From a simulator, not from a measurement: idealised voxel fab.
The process module that follows is named voxel air gaps.
Cross-sectional view cut (width: 235 nm; square cell size: 5 nm).
In what follows, cross-sections appear as grids of square cells, described through bands that run from the top down, where every band is one or more rows of cells. Look at the band entry: it leads with the top's height and the bottom's height in nm. Then it lists the materials left to right, with a width in nm for each. The word "everywhere" on a single material says that material fills the band edge to edge. The word "blank" is empty space. Heights from 0 (as-received wafer is one material below). Bottom band endless downward, as "from 0 down". Width spec "30 to 40" -> top row of cells at first value, bottom row at second value, equal per-row change in between. For the purposes of this document, the phrase "nothing altered" attached to a step denotes that no cell within the cross-section was modified by that step. Listed in "Sealed void list": every empty space of 8 or more cells without an open way to the top. Form: width x height at distance, the distance being from the left edge, all in nm. That trailing text on a step's line, after the settings, is the simulator's own remark on the step. The line of a step may include "overlay nm". On a step with a mask, this value is how far to the right of its planned place the mask lay. A negative value means the mask lay to the left.
# Listed below are the process steps as planned
1,RECEIVE [material Si]
2,CONFORMAL_DEP [material SiO2] [thk nm 10]
3,CONFORMAL_DEP [material SiN] [thk nm 5]
4,DIRECTIONAL_DEP [material SiO2] [thk nm 40]
5,MASKED_ETCH [tone open] [mask id LINES] [width nm 25] [pitch nm 55] [etch materials SiO2] [depth nm 40] [overlay nm 0]
6,CONFORMAL_DEP [material TiN] [thk nm 5]
7,FILL_DEP [material Ru] [thk nm 5]
8,CMP [height nm 55]
9,EPI [material Ru] [thk nm 10]
10,SELECTIVE_ETCH [etch materials SiO2] [depth nm 50]
11,CONFORMAL_DEP [material SiCN] [thk nm 5]
# First of two wafers, with the run carried out as planned
# Here's what the wafer looked like in cross-section when it arrived - that's after step 1
> from 0 down  Si everywhere
> Sealed void list: none
# Cross-sectional representation of the wafer at the conclusion of step 2
> from 10 to 0  SiO2 everywhere
> Nothing below the height 0 has changed.
# Cross-sectional representation of the wafer at the conclusion of step 3
> from 15 to 10  SiN everywhere
> Nothing below the height 10 has changed.
# Cross-sectional representation of the wafer at the conclusion of step 4
> from 55 to 15  SiO2 everywhere
> Nothing below the height 15 has changed.
# Cross-sectional representation of the wafer at the conclusion of step 5
> from 55 to 15  20 SiO2, then 25 blank, then 30 SiO2, then 25 blank, then 30 SiO2, then 25 blank, then 30 SiO2, then 25 blank, then 25 SiO2
> Nothing below the height 15 has changed.
# Cross-sectional representation of the wafer at the conclusion of step 6
> from 60 to 55  25 TiN, then 15 blank, then 40 TiN, then 15 blank, then 40 TiN, then 15 blank, then 40 TiN, then 15 blank, then 30 TiN
> from 55 to 20  20 SiO2, then 5 TiN, then 15 blank, then 5 TiN, then 30 SiO2, then 5 TiN, then 15 blank, then 5 TiN, then 30 SiO2, then 5 TiN, then 15 blank, then 5 TiN, then 30 SiO2, then 5 TiN, then 15 blank, then 5 TiN, then 25 SiO2
> from 20 to 15  20 SiO2, then 25 TiN, then 30 SiO2, then 25 TiN, then 30 SiO2, then 25 TiN, then 30 SiO2, then 25 TiN, then 25 SiO2
> Nothing below the height 15 has changed.
# Cross-sectional representation of the wafer at the conclusion of step 7
> from 65 to 60  Ru everywhere
> from 60 to 55  25 TiN, then 15 Ru, then 40 TiN, then 15 Ru, then 40 TiN, then 15 Ru, then 40 TiN, then 15 Ru, then 30 TiN
> from 55 to 20  20 SiO2, then 5 TiN, then 15 Ru, then 5 TiN, then 30 SiO2, then 5 TiN, then 15 Ru, then 5 TiN, then 30 SiO2, then 5 TiN, then 15 Ru, then 5 TiN, then 30 SiO2, then 5 TiN, then 15 Ru, then 5 TiN, then 25 SiO2
> Nothing below the height 20 has changed.
# Cross-sectional representation of the wafer at the conclusion of step 8
> from 55 to 20  20 SiO2, then 5 TiN, then 15 Ru, then 5 TiN, then 30 SiO2, then 5 TiN, then 15 Ru, then 5 TiN, then 30 SiO2, then 5 TiN, then 15 Ru, then 5 TiN, then 30 SiO2, then 5 TiN, then 15 Ru, then 5 TiN, then 25 SiO2
> Nothing below the height 20 has changed.
# Cross-sectional representation of the wafer at the conclusion of step 9
> from 65 to 55  10 blank, then 45 Ru, then 10 blank, then 45 Ru, then 10 blank, then 45 Ru, then 10 blank, then 45 Ru, then 15 blank
> Nothing below the height 55 has changed.
# Cross-sectional representation of the wafer at the conclusion of step 10
> from 65 to 55  10 blank, then 45 Ru, then 10 blank, then 45 Ru, then 10 blank, then 45 Ru, then 10 blank, then 45 Ru, then 15 blank
> from 55 to 20  20 blank, then 5 TiN, then 15 Ru, then 5 TiN, then 30 blank, then 5 TiN, then 15 Ru, then 5 TiN, then 30 blank, then 5 TiN, then 15 Ru, then 5 TiN, then 30 blank, then 5 TiN, then 15 Ru, then 5 TiN, then 25 blank
> from 20 to 15  20 blank, then 25 TiN, then 30 blank, then 25 TiN, then 30 blank, then 25 TiN, then 30 blank, then 25 TiN, then 25 blank
> Nothing below the height 15 has changed.
# Cross-sectional representation of the wafer at the conclusion of step 11
> from 70 to 65  5 blank, then 220 SiCN, then 10 blank
> from 65 to 55  5 blank, then 5 SiCN, then 45 Ru, then 10 SiCN, then 45 Ru, then 10 SiCN, then 45 Ru, then 10 SiCN, then 45 Ru, then 5 SiCN, then 10 blank
> from 55 to 50  5 blank, then 15 SiCN, then 5 TiN, then 15 Ru, then 5 TiN, then 30 SiCN, then 5 TiN, then 15 Ru, then 5 TiN, then 30 SiCN, then 5 TiN, then 15 Ru, then 5 TiN, then 30 SiCN, then 5 TiN, then 15 Ru, then 5 TiN, then 15 SiCN, then 10 blank
> from 50 to 20  15 blank, then 5 SiCN, then 5 TiN, then 15 Ru, then 5 TiN, then 5 SiCN, then 20 blank, then 5 SiCN, then 5 TiN, then 15 Ru, then 5 TiN, then 5 SiCN, then 20 blank, then 5 SiCN, then 5 TiN, then 15 Ru, then 5 TiN, then 5 SiCN, then 20 blank, then 5 SiCN, then 5 TiN, then 15 Ru, then 5 TiN, then 5 SiCN, then 20 blank
> from 20 to 15  20 SiCN, then 25 TiN, then 30 SiCN, then 25 TiN, then 30 SiCN, then 25 TiN, then 30 SiCN, then 25 TiN, then 25 SiCN
> Nothing below the height 15 has changed.
> Sealed void list: 20 x 30 at 50; 20 x 30 at 105; 20 x 30 at 160
# Companion wafer, the second of two: same beginning, same intended sequence, one mistake in carrying it out; through step 2 inclusive it tracks the first exactly
# What the second wafer looks like in cross-section when step 3 should have wrapped up
> from 50 to 0  SiO2 everywhere
> Nothing below the height 0 has changed.
# What the second wafer looks like in cross-section when step 4 should have wrapped up
> from 55 to 50  SiN everywhere
> Nothing below the height 50 has changed.
What the second wafer looks like in cross-section when step 5 should have wrapped up: nothing altered
# What the second wafer looks like in cross-section when step 6 should have wrapped up
> from 60 to 55  TiN everywhere
> Nothing below the height 55 has changed.
# What the second wafer looks like in cross-section when step 7 should have wrapped up
> from 65 to 60  Ru everywhere
> Nothing below the height 60 has changed.
# What the second wafer looks like in cross-section when step 8 should have wrapped up
> from 55 to 50  SiN everywhere
> Nothing below the height 50 has changed.
What the second wafer looks like in cross-section when step 9 should have wrapped up: nothing altered
What the second wafer looks like in cross-section when step 10 should have wrapped up: nothing altered
# What the second wafer looks like in cross-section when step 11 should have wrapped up
> from 60 to 55  SiCN everywhere
> Nothing below the height 55 has changed.
Deviation from plan: the run placed steps 3 and 4 each in the position the plan gave to the other
Cell-count delta at end, second wafer over first, by material: 156 fewer of Ru, 112 fewer of SiCN, 376 more of SiO2, 76 fewer of TiN
On completion, 0 closed voids are found in the second wafer, whereas the first wafer has 3.
